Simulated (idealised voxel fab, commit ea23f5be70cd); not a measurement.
process module | voxel air gaps
cross-section cut | 185 nm wide | cells 5 nm
A cross-section is a grid of square cells, given in bands from the top down. A band is one or more rows of cells.
Each band's line starts with the height of the band's top and of its bottom, in nm. Then come its materials from left to right, each with its width in nm. One material with "throughout" fills the band from edge to edge. "air" is empty space.
Height 0 is the level under which the wafer as received is all one material. The lowest band goes on downwards, as in "0 down".
A width such as "30 to 40" changes by the same amount from each row of cells to the next, from the band's top row to its bottom row.
"no change" after a step means that no cell of the cross-section changed.
closed voids: empty space of 8 cells or more with no open way to the top, each as width x height at its distance from the left edge, in nm
after a step's settings: what the simulator itself notes on the step
overlay nm, on a step with a mask: how far to the right of its planned place the mask lay; to the left if negative
plan
1 op RECEIVE | material Si
2 op CONFORMAL_DEP | material SiO2 | thk nm 10
3 op CONFORMAL_DEP | material SiN | thk nm 5
4 op DIRECTIONAL_DEP | material lowk | thk nm 30
5 op PATTERN | tone open | mask id LINES | material resist | width nm 20 | pitch nm 45 | thk nm 15 | overlay nm 0
6 op DIRECTIONAL_ETCH | etch materials lowk | depth nm 30
7 op STRIP | etch materials resist
8 op CONFORMAL_DEP | material TiN | thk nm 5
9 op FILL_DEP | material W | thk nm 10
10 op CMP | height nm 45
11 op EPI | material Ru | thk nm 10
12 op SELECTIVE_ETCH | etch materials lowk | depth nm 40
13 op CONFORMAL_DEP | material SiN | thk nm 5
as received, after step 1
  0 down: Si throughout
  closed voids: none
first wafer at the end, as planned
  60 to 55: air 20 | SiN 140 | air 25
  55 to 45: air 20 | SiN 5 | Ru 40 | SiN 5 | Ru 40 | SiN 5 | Ru 40 | SiN 5 | air 25
  45 to 40: air 20 | SiN 15 | TiN 5 | W 10 | TiN 5 | SiN 25 | TiN 5 | W 10 | TiN 5 | SiN 25 | TiN 5 | W 10 | TiN 5 | SiN 15 | air 25
  40 to 20: air 30 | SiN 5 | TiN 5 | W 10 | TiN 5 | SiN 5 | air 15 | SiN 5 | TiN 5 | W 10 | TiN 5 | SiN 5 | air 15 | SiN 5 | TiN 5 | W 10 | TiN 5 | SiN 5 | air 35
  20 to 15: SiN 35 | TiN 20 | SiN 25 | TiN 20 | SiN 25 | TiN 20 | SiN 40
  15 to 10: SiN throughout
  10 to 0: SiO2 throughout
  0 down: Si throughout
  closed voids: 15 x 20 at 60; 15 x 20 at 105
second wafer at the end: like start, like plan, one mistake
  60 to 55: air 25 | SiN 135 | air 25
  55 to 45: air 25 | SiN 5 | Ru 35 | SiN 10 | Ru 35 | SiN 10 | Ru 35 | SiN 5 | air 25
  45 to 40: air 25 | SiN 15 | TiN 5 | W 5 | TiN 5 | SiN 30 | TiN 5 | W 5 | TiN 5 | SiN 30 | TiN 5 | W 5 | TiN 5 | SiN 15 | air 25
  40 to 20: air 35 | SiN 5 | TiN 5 | W 5 | TiN 5 | SiN 5 | air 20 | SiN 5 | TiN 5 | W 5 | TiN 5 | SiN 5 | air 20 | SiN 5 | TiN 5 | W 5 | TiN 5 | SiN 5 | air 35
  20 to 15: SiN 40 | TiN 15 | SiN 30 | TiN 15 | SiN 30 | TiN 15 | SiN 40
  15 to 10: SiN throughout
  10 to 0: SiO2 throughout
  0 down: Si throughout
  closed voids: 20 x 20 at 60; 20 x 20 at 105
what went wrong: step 5 ran as: op PATTERN | tone open | mask id LINES | material resist | width nm 15 | pitch nm 45 | thk nm 15 | overlay nm 0
at the end the second wafer has, in cells: 6 fewer of Ru | 8 more of SiN | 3 fewer of TiN | 15 fewer of W
